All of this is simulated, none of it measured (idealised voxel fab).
process module | voxel self aligned vias
cross-section cut | 270 nm wide | cells 5 nm
A cross-section is a grid of square cells, given in bands from the top down. A band is one or more rows of cells.
Each band's line starts with the height of the band's top and of its bottom, in nm. Then come its materials from left to right, each with its width in nm. One material with "throughout" fills the band from edge to edge. "air" is empty space.
Height 0 is the level under which the wafer as received is all one material. The lowest band goes on downwards, as in "0 down".
A width such as "30 to 40" changes by the same amount from each row of cells to the next, from the band's top row to its bottom row.
"no change" after a step means that no cell of the cross-section changed.
closed voids: empty space of 8 cells or more with no open way to the top, each as width x height at its distance from the left edge, in nm
after a step's settings: what the simulator itself notes on the step
overlay nm, on a step with a mask: how far to the right of its planned place the mask lay; to the left if negative
Each pair below shows a cross-section before one step and the cross-section after it, down to the lowest band that changed. The line under each pair gives the step between them, with its settings. The pairs can come from different runs of this module on the same starting wafer, so a pair continues from the pair above only where its "before" says so.
before
  0 down: Si throughout
  closed voids: none
after
  15 to 0: SiO2 throughout
  below 0: unchanged
  closed voids: none
the step between: op CONFORMAL_DEP | material SiO2 | thk nm 15
before: the cross-section after the pair above
after
  20 to 15: SiCN throughout
  below 15: unchanged
  closed voids: none
the step between: op CONFORMAL_DEP | material SiCN | thk nm 5
before: the cross-section after the pair above
after
  50 to 20: SiO2 throughout
  below 20: unchanged
  closed voids: none
the step between: op DIRECTIONAL_DEP | material SiO2 | thk nm 30
before: the cross-section after the pair above
after
  65 to 50: resist 70 | air 25 | resist 25 | air 25 | resist 25 | air 25 | resist 75
  below 50: unchanged
  closed voids: none
the step between: op PATTERN | tone open | mask id LINES | material resist | width nm 25 | pitch nm 50 | thk nm 15 | overlay nm 0
before: the cross-section after the pair above
after
  65 to 50: resist 70 | air 25 | resist 25 | air 25 | resist 25 | air 25 | resist 75
  50 to 20: SiO2 70 | air 25 | SiO2 25 | air 25 | SiO2 25 | air 25 | SiO2 75
  below 20: unchanged
  closed voids: none
the step between: op DIRECTIONAL_ETCH | etch materials SiO2 | depth nm 30
before: the cross-section after the pair above
after
  50 to 20: SiO2 70 | air 25 | SiO2 25 | air 25 | SiO2 25 | air 25 | SiO2 75
  below 20: unchanged
  closed voids: none
the step between: op STRIP | etch materials resist
before: the cross-section after the pair above
after
  55 to 50: TiN 75 | air 15 | TiN 35 | air 15 | TiN 35 | air 15 | TiN 80
  50 to 25: SiO2 70 | TiN 5 | air 15 | TiN 5 | SiO2 25 | TiN 5 | air 15 | TiN 5 | SiO2 25 | TiN 5 | air 15 | TiN 5 | SiO2 75
  25 to 20: SiO2 70 | TiN 25 | SiO2 25 | TiN 25 | SiO2 25 | TiN 25 | SiO2 75
  below 20: unchanged
  closed voids: none
the step between: op CONFORMAL_DEP | material TiN | thk nm 5
before: the cross-section after the pair above
after
  65 to 55: Ru throughout
  55 to 50: TiN 75 | Ru 15 | TiN 35 | Ru 15 | TiN 35 | Ru 15 | TiN 80
  50 to 25: SiO2 70 | TiN 5 | Ru 15 | TiN 5 | SiO2 25 | TiN 5 | Ru 15 | TiN 5 | SiO2 25 | TiN 5 | Ru 15 | TiN 5 | SiO2 75
  below 25: unchanged
  closed voids: none
the step between: op FILL_DEP | material Ru | thk nm 10
before: the cross-section after the pair above
after
  50 to 25: SiO2 70 | TiN 5 | Ru 15 | TiN 5 | SiO2 25 | TiN 5 | Ru 15 | TiN 5 | SiO2 25 | TiN 5 | Ru 15 | TiN 5 | SiO2 75
  below 25: unchanged
  closed voids: none
the step between: op CMP | height nm 50
before: the cross-section after the pair above
after
  50 to 45: SiO2 70 | air 25 | SiO2 25 | air 25 | SiO2 25 | air 25 | SiO2 75
  below 45: unchanged
  closed voids: none
the step between: op SELECTIVE_ETCH | etch materials W Ru TiN | depth nm 5
before: the cross-section after the pair above
after
  55 to 50: SiN throughout
  50 to 45: SiO2 70 | SiN 25 | SiO2 25 | SiN 25 | SiO2 25 | SiN 25 | SiO2 75
  below 45: unchanged
  closed voids: none
the step between: op FILL_DEP | material SiN | thk nm 5
before: the cross-section after the pair above
after
  50 to 45: SiO2 70 | SiN 25 | SiO2 25 | SiN 25 | SiO2 25 | SiN 25 | SiO2 75
  below 45: unchanged
  closed voids: none
the step between: op CMP | height nm 50
before: the cross-section after the pair above
after
  70 to 50: SiO2 throughout
  below 50: unchanged
  closed voids: none
the step between: op DIRECTIONAL_DEP | material SiO2 | thk nm 20
before: the cross-section after the pair above
after
  70 to 50: SiO2 65 | air 35 | SiO2 65 | air 35 | SiO2 70
  below 50: unchanged
  closed voids: none
the step between: op MASKED_ETCH | tone open | mask id VIAS | width nm 35 | pitch nm 100 | etch materials SiO2 | depth nm 20 | overlay nm 0
before: the cross-section after the pair above
after
  70 to 50: SiO2 65 | air 35 | SiO2 65 | air 35 | SiO2 70
  50 to 45: SiO2 70 | air 25 | SiO2 25 | SiN 25 | SiO2 25 | air 25 | SiO2 75
  below 45: unchanged
  closed voids: none
the step between: op MASKED_ETCH | tone open | mask id VIAS | width nm 35 | pitch nm 100 | etch materials SiN | depth nm 5 | overlay nm 0
before: the cross-section after the pair above
after
  75 to 70: TiN 70 | air 25 | TiN 75 | air 25 | TiN 75
  70 to 55: SiO2 65 | TiN 5 | air 25 | TiN 5 | SiO2 65 | TiN 5 | air 25 | TiN 5 | SiO2 70
  55 to 50: SiO2 65 | TiN 10 | air 15 | TiN 10 | SiO2 65 | TiN 10 | air 15 | TiN 10 | SiO2 70
  50 to 45: SiO2 70 | TiN 25 | SiO2 25 | SiN 25 | SiO2 25 | TiN 25 | SiO2 75
  below 45: unchanged
  closed voids: none
the step between: op CONFORMAL_DEP | material TiN | thk nm 5
before: the cross-section after the pair above
after
  80 to 75: Cu throughout
  75 to 70: TiN 70 | Cu 25 | TiN 75 | Cu 25 | TiN 75
  70 to 55: SiO2 65 | TiN 5 | Cu 25 | TiN 5 | SiO2 65 | TiN 5 | Cu 25 | TiN 5 | SiO2 70
  55 to 50: SiO2 65 | TiN 10 | Cu 15 | TiN 10 | SiO2 65 | TiN 10 | Cu 15 | TiN 10 | SiO2 70
  below 50: unchanged
  closed voids: none
the step between: op FILL_DEP | material Cu | thk nm 5
before: the cross-section after the pair above
after
  70 to 55: SiO2 65 | TiN 5 | Cu 25 | TiN 5 | SiO2 65 | TiN 5 | Cu 25 | TiN 5 | SiO2 70
  below 55: unchanged
  closed voids: none
the step between: op CMP | height nm 70
before: the cross-section after the pair above
after
  75 to 70: SiN throughout
  below 70: unchanged
  closed voids: none
the step between: op CONFORMAL_DEP | material SiN | thk nm 5
before
  0 down: Si throughout
  closed voids: none
after
  5 to 0: SiCN throughout
  below 0: unchanged
  closed voids: none
the step between: op CONFORMAL_DEP | material SiCN | thk nm 5
before: the cross-section after the pair above
after
  35 to 5: SiO2 throughout
  below 5: unchanged
  closed voids: none
the step between: op DIRECTIONAL_DEP | material SiO2 | thk nm 30
before: the cross-section after the pair above
after
  50 to 35: resist 70 | air 25 | resist 25 | air 25 | resist 25 | air 25 | resist 75
  below 35: unchanged
  closed voids: none
the step between: op PATTERN | tone open | mask id LINES | material resist | width nm 25 | pitch nm 50 | thk nm 15 | overlay nm 0
before: the cross-section after the pair above
after
  50 to 35: resist 70 | air 25 | resist 25 | air 25 | resist 25 | air 25 | resist 75
  35 to 5: SiO2 70 | air 25 | SiO2 25 | air 25 | SiO2 25 | air 25 | SiO2 75
  below 5: unchanged
  closed voids: none
the step between: op DIRECTIONAL_ETCH | etch materials SiO2 | depth nm 30
before: the cross-section after the pair above
after
  35 to 5: SiO2 70 | air 25 | SiO2 25 | air 25 | SiO2 25 | air 25 | SiO2 75
  below 5: unchanged
  closed voids: none
the step between: op STRIP | etch materials resist
before: the cross-section after the pair above
after
  40 to 35: TiN 75 | air 15 | TiN 35 | air 15 | TiN 35 | air 15 | TiN 80
  35 to 10: SiO2 70 | TiN 5 | air 15 | TiN 5 | SiO2 25 | TiN 5 | air 15 | TiN 5 | SiO2 25 | TiN 5 | air 15 | TiN 5 | SiO2 75
  10 to 5: SiO2 70 | TiN 25 | SiO2 25 | TiN 25 | SiO2 25 | TiN 25 | SiO2 75
  below 5: unchanged
  closed voids: none
the step between: op CONFORMAL_DEP | material TiN | thk nm 5
before: the cross-section after the pair above
after
  50 to 40: Ru throughout
  40 to 35: TiN 75 | Ru 15 | TiN 35 | Ru 15 | TiN 35 | Ru 15 | TiN 80
  35 to 10: SiO2 70 | TiN 5 | Ru 15 | TiN 5 | SiO2 25 | TiN 5 | Ru 15 | TiN 5 | SiO2 25 | TiN 5 | Ru 15 | TiN 5 | SiO2 75
  below 10: unchanged
  closed voids: none
the step between: op FILL_DEP | material Ru | thk nm 10
before: the cross-section after the pair above
after
  45 to 40: Ru throughout
  below 40: unchanged
  closed voids: none
the step between: op SELECTIVE_ETCH | etch materials W Ru TiN | depth nm 5
before: the cross-section after the pair above
after
  50 to 45: SiN throughout
  below 45: unchanged
  closed voids: none
the step between: op FILL_DEP | material SiN | thk nm 5
before: the cross-section after the pair above
after
  70 to 50: SiO2 throughout
  below 50: unchanged
  closed voids: none
the step between: op DIRECTIONAL_DEP | material SiO2 | thk nm 20
before: the cross-section after the pair above
after
  70 to 50: SiO2 65 | air 35 | SiO2 65 | air 35 | SiO2 70
  below 50: unchanged
  closed voids: none
the step between: op MASKED_ETCH | tone open | mask id VIAS | width nm 35 | pitch nm 100 | etch materials SiO2 | depth nm 20 | overlay nm 0
before: the cross-section after the pair above
after
  70 to 50: SiO2 65 | air 35 | SiO2 65 | air 35 | SiO2 70
  50 to 45: SiN 65 | air 35 | SiN 65 | air 35 | SiN 70
  below 45: unchanged
  closed voids: none
the step between: op MASKED_ETCH | tone open | mask id VIAS | width nm 35 | pitch nm 100 | etch materials SiN | depth nm 5 | overlay nm 0
before: the cross-section after the pair above
after
  75 to 70: TiN 70 | air 25 | TiN 75 | air 25 | TiN 75
  70 to 50: SiO2 65 | TiN 5 | air 25 | TiN 5 | SiO2 65 | TiN 5 | air 25 | TiN 5 | SiO2 70
  50 to 45: SiN 65 | TiN 35 | SiN 65 | TiN 35 | SiN 70
  below 45: unchanged
  closed voids: none
the step between: op CONFORMAL_DEP | material TiN | thk nm 5
before: the cross-section after the pair above
after
  80 to 75: Cu throughout
  75 to 70: TiN 70 | Cu 25 | TiN 75 | Cu 25 | TiN 75
  70 to 50: SiO2 65 | TiN 5 | Cu 25 | TiN 5 | SiO2 65 | TiN 5 | Cu 25 | TiN 5 | SiO2 70
  below 50: unchanged
  closed voids: none
the step between: op FILL_DEP | material Cu | thk nm 5
before: the cross-section after the pair above
after
  70 to 50: SiO2 65 | TiN 5 | Cu 25 | TiN 5 | SiO2 65 | TiN 5 | Cu 25 | TiN 5 | SiO2 70
  below 50: unchanged
  closed voids: none
the step between: op CMP | height nm 70
before: the cross-section after the pair above
after
  75 to 70: SiN throughout
  below 70: unchanged
  closed voids: none
the step between: op CONFORMAL_DEP | material SiN | thk nm 5
before
  15 to 0: SiO2 throughout
  0 down: Si throughout
  closed voids: none
after
  30 to 0: SiO2 throughout
  below 0: unchanged
  closed voids: none
the step between: op CONFORMAL_DEP | material SiO2 | thk nm 15
before: the cross-section after the pair above
after
  35 to 30: SiCN throughout
  below 30: unchanged
  closed voids: none
the step between: op CONFORMAL_DEP | material SiCN | thk nm 5
before: the cross-section after the pair above
after
  65 to 35: SiO2 throughout
  below 35: unchanged
  closed voids: none
the step between: op DIRECTIONAL_DEP | material SiO2 | thk nm 30
before: the cross-section after the pair above
after
  80 to 65: resist 70 | air 25 | resist 25 | air 25 | resist 25 | air 25 | resist 75
  below 65: unchanged
  closed voids: none
the step between: op PATTERN | tone open | mask id LINES | material resist | width nm 25 | pitch nm 50 | thk nm 15 | overlay nm 0
before: the cross-section after the pair above
after
  80 to 65: resist 70 | air 25 | resist 25 | air 25 | resist 25 | air 25 | resist 75
  65 to 35: SiO2 70 | air 25 | SiO2 25 | air 25 | SiO2 25 | air 25 | SiO2 75
  below 35: unchanged
  closed voids: none
the step between: op DIRECTIONAL_ETCH | etch materials SiO2 | depth nm 30
before: the cross-section after the pair above
after
  65 to 35: SiO2 70 | air 25 | SiO2 25 | air 25 | SiO2 25 | air 25 | SiO2 75
  below 35: unchanged
  closed voids: none
the step between: op STRIP | etch materials resist
before: the cross-section after the pair above
after
  70 to 65: TiN 75 | air 15 | TiN 35 | air 15 | TiN 35 | air 15 | TiN 80
  65 to 40: SiO2 70 | TiN 5 | air 15 | TiN 5 | SiO2 25 | TiN 5 | air 15 | TiN 5 | SiO2 25 | TiN 5 | air 15 | TiN 5 | SiO2 75
  40 to 35: SiO2 70 | TiN 25 | SiO2 25 | TiN 25 | SiO2 25 | TiN 25 | SiO2 75
  below 35: unchanged
  closed voids: none
the step between: op CONFORMAL_DEP | material TiN | thk nm 5
before: the cross-section after the pair above
after
  80 to 70: Ru throughout
  70 to 65: TiN 75 | Ru 15 | TiN 35 | Ru 15 | TiN 35 | Ru 15 | TiN 80
  65 to 40: SiO2 70 | TiN 5 | Ru 15 | TiN 5 | SiO2 25 | TiN 5 | Ru 15 | TiN 5 | SiO2 25 | TiN 5 | Ru 15 | TiN 5 | SiO2 75
  below 40: unchanged
  closed voids: none
the step between: op FILL_DEP | material Ru | thk nm 10
before: the cross-section after the pair above
after
  50 to 40: SiO2 70 | TiN 5 | Ru 15 | TiN 5 | SiO2 25 | TiN 5 | Ru 15 | TiN 5 | SiO2 25 | TiN 5 | Ru 15 | TiN 5 | SiO2 75
  below 40: unchanged
  closed voids: none
the step between: op CMP | height nm 50
before: the cross-section after the pair above
after
  50 to 45: SiO2 70 | air 25 | SiO2 25 | air 25 | SiO2 25 | air 25 | SiO2 75
  below 45: unchanged
  closed voids: none
the step between: op SELECTIVE_ETCH | etch materials W Ru TiN | depth nm 5
before: the cross-section after the pair above
after
  55 to 50: SiN throughout
  50 to 45: SiO2 70 | SiN 25 | SiO2 25 | SiN 25 | SiO2 25 | SiN 25 | SiO2 75
  below 45: unchanged
  closed voids: none
the step between: op FILL_DEP | material SiN | thk nm 5
before: the cross-section after the pair above
after
  50 to 45: SiO2 70 | SiN 25 | SiO2 25 | SiN 25 | SiO2 25 | SiN 25 | SiO2 75
  below 45: unchanged
  closed voids: none
the step between: op CMP | height nm 50
before: the cross-section after the pair above
after
  70 to 50: SiO2 throughout
  below 50: unchanged
  closed voids: none
the step between: op DIRECTIONAL_DEP | material SiO2 | thk nm 20
before: the cross-section after the pair above
after
  70 to 50: SiO2 65 | air 35 | SiO2 65 | air 35 | SiO2 70
  below 50: unchanged
  closed voids: none
the step between: op MASKED_ETCH | tone open | mask id VIAS | width nm 35 | pitch nm 100 | etch materials SiO2 | depth nm 20 | overlay nm 0
before: the cross-section after the pair above
after
  70 to 50: SiO2 65 | air 35 | SiO2 65 | air 35 | SiO2 70
  50 to 45: SiO2 70 | air 25 | SiO2 25 | SiN 25 | SiO2 25 | air 25 | SiO2 75
  below 45: unchanged
  closed voids: none
the step between: op MASKED_ETCH | tone open | mask id VIAS | width nm 35 | pitch nm 100 | etch materials SiN | depth nm 5 | overlay nm 0
before: the cross-section after the pair above
after
  75 to 70: TiN 70 | air 25 | TiN 75 | air 25 | TiN 75
  70 to 55: SiO2 65 | TiN 5 | air 25 | TiN 5 | SiO2 65 | TiN 5 | air 25 | TiN 5 | SiO2 70
  55 to 50: SiO2 65 | TiN 10 | air 15 | TiN 10 | SiO2 65 | TiN 10 | air 15 | TiN 10 | SiO2 70
  50 to 45: SiO2 70 | TiN 25 | SiO2 25 | SiN 25 | SiO2 25 | TiN 25 | SiO2 75
  below 45: unchanged
  closed voids: none
the step between: op CONFORMAL_DEP | material TiN | thk nm 5
before: the cross-section after the pair above
after
  80 to 75: Cu throughout
  75 to 70: TiN 70 | Cu 25 | TiN 75 | Cu 25 | TiN 75
  70 to 55: SiO2 65 | TiN 5 | Cu 25 | TiN 5 | SiO2 65 | TiN 5 | Cu 25 | TiN 5 | SiO2 70
  55 to 50: SiO2 65 | TiN 10 | Cu 15 | TiN 10 | SiO2 65 | TiN 10 | Cu 15 | TiN 10 | SiO2 70
  below 50: unchanged
  closed voids: none
the step between: op FILL_DEP | material Cu | thk nm 5
before: the cross-section after the pair above
after
  70 to 55: SiO2 65 | TiN 5 | Cu 25 | TiN 5 | SiO2 65 | TiN 5 | Cu 25 | TiN 5 | SiO2 70
  below 55: unchanged
  closed voids: none
the step between: op CMP | height nm 70
before: the cross-section after the pair above
after
  75 to 70: SiN throughout
  below 70: unchanged
  closed voids: none
the step between: op CONFORMAL_DEP | material SiN | thk nm 5
before
  5 to 0: SiCN throughout
  0 down: Si throughout
  closed voids: none
after
  20 to 5: SiO2 throughout
  below 5: unchanged
  closed voids: none
the step between: op CONFORMAL_DEP | material SiO2 | thk nm 15
before: the cross-section after the pair above
after
  50 to 5: SiO2 throughout
  below 5: unchanged
  closed voids: none
the step between: op DIRECTIONAL_DEP | material SiO2 | thk nm 30
before: the cross-section after the pair above
after
  65 to 50: resist 70 | air 25 | resist 25 | air 25 | resist 25 | air 25 | resist 75
  below 50: unchanged
  closed voids: none
the step between: op PATTERN | tone open | mask id LINES | material resist | width nm 25 | pitch nm 50 | thk nm 15 | overlay nm 0
before: the cross-section after the pair above
after
  65 to 50: resist 70 | air 25 | resist 25 | air 25 | resist 25 | air 25 | resist 75
  50 to 20: SiO2 70 | air 25 | SiO2 25 | air 25 | SiO2 25 | air 25 | SiO2 75
  below 20: unchanged
  closed voids: none
the step between: op DIRECTIONAL_ETCH | etch materials SiO2 | depth nm 30
before: the cross-section after the pair above
after
  50 to 20: SiO2 70 | air 25 | SiO2 25 | air 25 | SiO2 25 | air 25 | SiO2 75
  below 20: unchanged
  closed voids: none
the step between: op STRIP | etch materials resist
before: the cross-section after the pair above
after
  55 to 50: TiN 75 | air 15 | TiN 35 | air 15 | TiN 35 | air 15 | TiN 80
  50 to 25: SiO2 70 | TiN 5 | air 15 | TiN 5 | SiO2 25 | TiN 5 | air 15 | TiN 5 | SiO2 25 | TiN 5 | air 15 | TiN 5 | SiO2 75
  25 to 20: SiO2 70 | TiN 25 | SiO2 25 | TiN 25 | SiO2 25 | TiN 25 | SiO2 75
  below 20: unchanged
  closed voids: none
the step between: op CONFORMAL_DEP | material TiN | thk nm 5
before: the cross-section after the pair above
after
  65 to 55: Ru throughout
  55 to 50: TiN 75 | Ru 15 | TiN 35 | Ru 15 | TiN 35 | Ru 15 | TiN 80
  50 to 25: SiO2 70 | TiN 5 | Ru 15 | TiN 5 | SiO2 25 | TiN 5 | Ru 15 | TiN 5 | SiO2 25 | TiN 5 | Ru 15 | TiN 5 | SiO2 75
  below 25: unchanged
  closed voids: none
the step between: op FILL_DEP | material Ru | thk nm 10
before: the cross-section after the pair above
after
  50 to 25: SiO2 70 | TiN 5 | Ru 15 | TiN 5 | SiO2 25 | TiN 5 | Ru 15 | TiN 5 | SiO2 25 | TiN 5 | Ru 15 | TiN 5 | SiO2 75
  below 25: unchanged
  closed voids: none
the step between: op CMP | height nm 50
before: the cross-section after the pair above
after
  50 to 45: SiO2 70 | air 25 | SiO2 25 | air 25 | SiO2 25 | air 25 | SiO2 75
  below 45: unchanged
  closed voids: none
the step between: op SELECTIVE_ETCH | etch materials W Ru TiN | depth nm 5
before: the cross-section after the pair above
after
  55 to 50: SiN throughout
  50 to 45: SiO2 70 | SiN 25 | SiO2 25 | SiN 25 | SiO2 25 | SiN 25 | SiO2 75
  below 45: unchanged
  closed voids: none
the step between: op FILL_DEP | material SiN | thk nm 5
before: the cross-section after the pair above
after
  50 to 45: SiO2 70 | SiN 25 | SiO2 25 | SiN 25 | SiO2 25 | SiN 25 | SiO2 75
  below 45: unchanged
  closed voids: none
the step between: op CMP | height nm 50
before: the cross-section after the pair above
after
  70 to 50: SiO2 throughout
  below 50: unchanged
  closed voids: none
the step between: op DIRECTIONAL_DEP | material SiO2 | thk nm 20
before: the cross-section after the pair above
after
  70 to 50: SiO2 65 | air 35 | SiO2 65 | air 35 | SiO2 70
  below 50: unchanged
  closed voids: none
the step between: op MASKED_ETCH | tone open | mask id VIAS | width nm 35 | pitch nm 100 | etch materials SiO2 | depth nm 20 | overlay nm 0
before: the cross-section after the pair above
after
  70 to 50: SiO2 65 | air 35 | SiO2 65 | air 35 | SiO2 70
  50 to 45: SiO2 70 | air 25 | SiO2 25 | SiN 25 | SiO2 25 | air 25 | SiO2 75
  below 45: unchanged
  closed voids: none
the step between: op MASKED_ETCH | tone open | mask id VIAS | width nm 35 | pitch nm 100 | etch materials SiN | depth nm 5 | overlay nm 0
before: the cross-section after the pair above
after
  75 to 70: TiN 70 | air 25 | TiN 75 | air 25 | TiN 75
  70 to 55: SiO2 65 | TiN 5 | air 25 | TiN 5 | SiO2 65 | TiN 5 | air 25 | TiN 5 | SiO2 70
  55 to 50: SiO2 65 | TiN 10 | air 15 | TiN 10 | SiO2 65 | TiN 10 | air 15 | TiN 10 | SiO2 70
  50 to 45: SiO2 70 | TiN 25 | SiO2 25 | SiN 25 | SiO2 25 | TiN 25 | SiO2 75
  below 45: unchanged
  closed voids: none
the step between: op CONFORMAL_DEP | material TiN | thk nm 5
before: the cross-section after the pair above
after
  80 to 75: Cu throughout
  75 to 70: TiN 70 | Cu 25 | TiN 75 | Cu 25 | TiN 75
  70 to 55: SiO2 65 | TiN 5 | Cu 25 | TiN 5 | SiO2 65 | TiN 5 | Cu 25 | TiN 5 | SiO2 70
  55 to 50: SiO2 65 | TiN 10 | Cu 15 | TiN 10 | SiO2 65 | TiN 10 | Cu 15 | TiN 10 | SiO2 70
  below 50: unchanged
  closed voids: none
the step between: op FILL_DEP | material Cu | thk nm 5
before: the cross-section after the pair above
after
  70 to 55: SiO2 65 | TiN 5 | Cu 25 | TiN 5 | SiO2 65 | TiN 5 | Cu 25 | TiN 5 | SiO2 70
  below 55: unchanged
  closed voids: none
the step between: op CMP | height nm 70
before: the cross-section after the pair above
after
  75 to 70: SiN throughout
  below 70: unchanged
  closed voids: none
the step between: op CONFORMAL_DEP | material SiN | thk nm 5
before
  55 to 50: SiN throughout
  50 to 45: SiO2 70 | SiN 25 | SiO2 25 | SiN 25 | SiO2 25 | SiN 25 | SiO2 75
  45 to 25: SiO2 70 | TiN 5 | Ru 15 | TiN 5 | SiO2 25 | TiN 5 | Ru 15 | TiN 5 | SiO2 25 | TiN 5 | Ru 15 | TiN 5 | SiO2 75
  25 to 20: SiO2 70 | TiN 25 | SiO2 25 | TiN 25 | SiO2 25 | TiN 25 | SiO2 75
  20 to 15: SiCN throughout
  15 to 0: SiO2 throughout
  0 down: Si throughout
  closed voids: none
after
  45 to 25: SiO2 70 | TiN 5 | Ru 15 | TiN 5 | SiO2 25 | TiN 5 | Ru 15 | TiN 5 | SiO2 25 | TiN 5 | Ru 15 | TiN 5 | SiO2 75
  below 25: unchanged
  closed voids: none
the step between: op CMP | height nm 45
before: the cross-section after the pair above
after
  65 to 45: SiO2 throughout
  below 45: unchanged
  closed voids: none
the step between: op DIRECTIONAL_DEP | material SiO2 | thk nm 20
before: the cross-section after the pair above
after
  65 to 45: SiO2 65 | air 35 | SiO2 65 | air 35 | SiO2 70
  below 45: unchanged
  closed voids: none
the step between: op MASKED_ETCH | tone open | mask id VIAS | width nm 35 | pitch nm 100 | etch materials SiO2 | depth nm 20 | overlay nm 0
before: the cross-section after the pair above
after
  70 to 65: TiN 70 | air 25 | TiN 75 | air 25 | TiN 75
  65 to 50: SiO2 65 | TiN 5 | air 25 | TiN 5 | SiO2 65 | TiN 5 | air 25 | TiN 5 | SiO2 70
  50 to 45: SiO2 65 | TiN 35 | SiO2 65 | TiN 35 | SiO2 70
  below 45: unchanged
  closed voids: none
the step between: op CONFORMAL_DEP | material TiN | thk nm 5
before: the cross-section after the pair above
after
  75 to 70: Cu throughout
  70 to 65: TiN 70 | Cu 25 | TiN 75 | Cu 25 | TiN 75
  65 to 50: SiO2 65 | TiN 5 | Cu 25 | TiN 5 | SiO2 65 | TiN 5 | Cu 25 | TiN 5 | SiO2 70
  below 50: unchanged
  closed voids: none
the step between: op FILL_DEP | material Cu | thk nm 5
before: the cross-section after the pair above
after
  70 to 65: TiN 70 | Cu 25 | TiN 75 | Cu 25 | TiN 75
  below 65: unchanged
  closed voids: none
the step between: op CMP | height nm 70
before: the cross-section after the pair above
after
  75 to 70: SiN throughout
  below 70: unchanged
  closed voids: none
the step between: op CONFORMAL_DEP | material SiN | thk nm 5
before
  70 to 50: SiO2 throughout
  50 to 45: SiO2 70 | SiN 25 | SiO2 25 | SiN 25 | SiO2 25 | SiN 25 | SiO2 75
  45 to 25: SiO2 70 | TiN 5 | Ru 15 | TiN 5 | SiO2 25 | TiN 5 | Ru 15 | TiN 5 | SiO2 25 | TiN 5 | Ru 15 | TiN 5 | SiO2 75
  25 to 20: SiO2 70 | TiN 25 | SiO2 25 | TiN 25 | SiO2 25 | TiN 25 | SiO2 75
  20 to 15: SiCN throughout
  15 to 0: SiO2 throughout
  0 down: Si throughout
  closed voids: none
after
  70 to 50: SiO2 70 | air 30 | SiO2 70 | air 30 | SiO2 70
  below 50: unchanged
  closed voids: none
the step between: op MASKED_ETCH | tone open | mask id VIAS | width nm 30 | pitch nm 100 | etch materials SiO2 | depth nm 20 | overlay nm 0
before: the cross-section after the pair above
after
  70 to 50: SiO2 70 | air 30 | SiO2 70 | air 30 | SiO2 70
  50 to 45: SiO2 70 | air 25 | SiO2 25 | SiN 25 | SiO2 25 | air 25 | SiO2 75
  below 45: unchanged
  closed voids: none
the step between: op MASKED_ETCH | tone open | mask id VIAS | width nm 35 | pitch nm 100 | etch materials SiN | depth nm 5 | overlay nm 0
before: the cross-section after the pair above
after
  75 to 70: TiN 75 | air 20 | TiN 80 | air 20 | TiN 75
  70 to 55: SiO2 70 | TiN 5 | air 20 | TiN 5 | SiO2 70 | TiN 5 | air 20 | TiN 5 | SiO2 70
  55 to 50: SiO2 70 | TiN 5 | air 15 | TiN 10 | SiO2 70 | TiN 5 | air 15 | TiN 10 | SiO2 70
  50 to 45: SiO2 70 | TiN 25 | SiO2 25 | SiN 25 | SiO2 25 | TiN 25 | SiO2 75
  below 45: unchanged
  closed voids: none
the step between: op CONFORMAL_DEP | material TiN | thk nm 5
before: the cross-section after the pair above
after
  80 to 75: Cu throughout
  75 to 70: TiN 75 | Cu 20 | TiN 80 | Cu 20 | TiN 75
  70 to 55: SiO2 70 | TiN 5 | Cu 20 | TiN 5 | SiO2 70 | TiN 5 | Cu 20 | TiN 5 | SiO2 70
  55 to 50: SiO2 70 | TiN 5 | Cu 15 | TiN 10 | SiO2 70 | TiN 5 | Cu 15 | TiN 10 | SiO2 70
  below 50: unchanged
  closed voids: none
the step between: op FILL_DEP | material Cu | thk nm 5
before: the cross-section after the pair above
after
  70 to 55: SiO2 70 | TiN 5 | Cu 20 | TiN 5 | SiO2 70 | TiN 5 | Cu 20 | TiN 5 | SiO2 70
  below 55: unchanged
  closed voids: none
the step between: op CMP | height nm 70
before: the cross-section after the pair above
after
  75 to 70: SiN throughout
  below 70: unchanged
  closed voids: none
the step between: op CONFORMAL_DEP | material SiN | thk nm 5
before
  70 to 50: SiO2 throughout
  50 to 45: SiO2 70 | SiN 25 | SiO2 25 | SiN 25 | SiO2 25 | SiN 25 | SiO2 75
  45 to 25: SiO2 70 | TiN 5 | Ru 15 | TiN 5 | SiO2 25 | TiN 5 | Ru 15 | TiN 5 | SiO2 25 | TiN 5 | Ru 15 | TiN 5 | SiO2 75
  25 to 20: SiO2 70 | TiN 25 | SiO2 25 | TiN 25 | SiO2 25 | TiN 25 | SiO2 75
  20 to 15: SiCN throughout
  15 to 0: SiO2 throughout
  0 down: Si throughout
  closed voids: none
after
  70 to 50: SiO2 75 | air 35 | SiO2 65 | air 35 | SiO2 60
  below 50: unchanged
  closed voids: none
the step between: op MASKED_ETCH | tone open | mask id VIAS | width nm 35 | pitch nm 100 | etch materials SiO2 | depth nm 20 | overlay nm 10
before: the cross-section after the pair above
after
  70 to 50: SiO2 75 | air 35 | SiO2 65 | air 35 | SiO2 60
  50 to 45: SiO2 70 | SiN 5 | air 20 | SiO2 25 | SiN 25 | SiO2 25 | SiN 5 | air 20 | SiO2 75
  below 45: unchanged
  closed voids: none
the step between: op MASKED_ETCH | tone open | mask id VIAS | width nm 35 | pitch nm 100 | etch materials SiN | depth nm 5 | overlay nm 0
before: the cross-section after the pair above
after
  75 to 70: TiN 80 | air 25 | TiN 75 | air 25 | TiN 65
  70 to 55: SiO2 75 | TiN 5 | air 25 | TiN 5 | SiO2 65 | TiN 5 | air 25 | TiN 5 | SiO2 60
  55 to 50: SiO2 75 | TiN 5 | air 10 | TiN 20 | SiO2 65 | TiN 5 | air 10 | TiN 20 | SiO2 60
  50 to 45: SiO2 70 | SiN 5 | TiN 20 | SiO2 25 | SiN 25 | SiO2 25 | SiN 5 | TiN 20 | SiO2 75
  below 45: unchanged
  closed voids: none
the step between: op CONFORMAL_DEP | material TiN | thk nm 5
before: the cross-section after the pair above
after
  80 to 75: Cu throughout
  75 to 70: TiN 80 | Cu 25 | TiN 75 | Cu 25 | TiN 65
  70 to 55: SiO2 75 | TiN 5 | Cu 25 | TiN 5 | SiO2 65 | TiN 5 | Cu 25 | TiN 5 | SiO2 60
  55 to 50: SiO2 75 | TiN 5 | Cu 10 | TiN 20 | SiO2 65 | TiN 5 | Cu 10 | TiN 20 | SiO2 60
  below 50: unchanged
  closed voids: none
the step between: op FILL_DEP | material Cu | thk nm 5
before: the cross-section after the pair above
after
  70 to 55: SiO2 75 | TiN 5 | Cu 25 | TiN 5 | SiO2 65 | TiN 5 | Cu 25 | TiN 5 | SiO2 60
  below 55: unchanged
  closed voids: none
the step between: op CMP | height nm 70
before: the cross-section after the pair above
after
  75 to 70: SiN throughout
  below 70: unchanged
  closed voids: none
the step between: op CONFORMAL_DEP | material SiN | thk nm 5
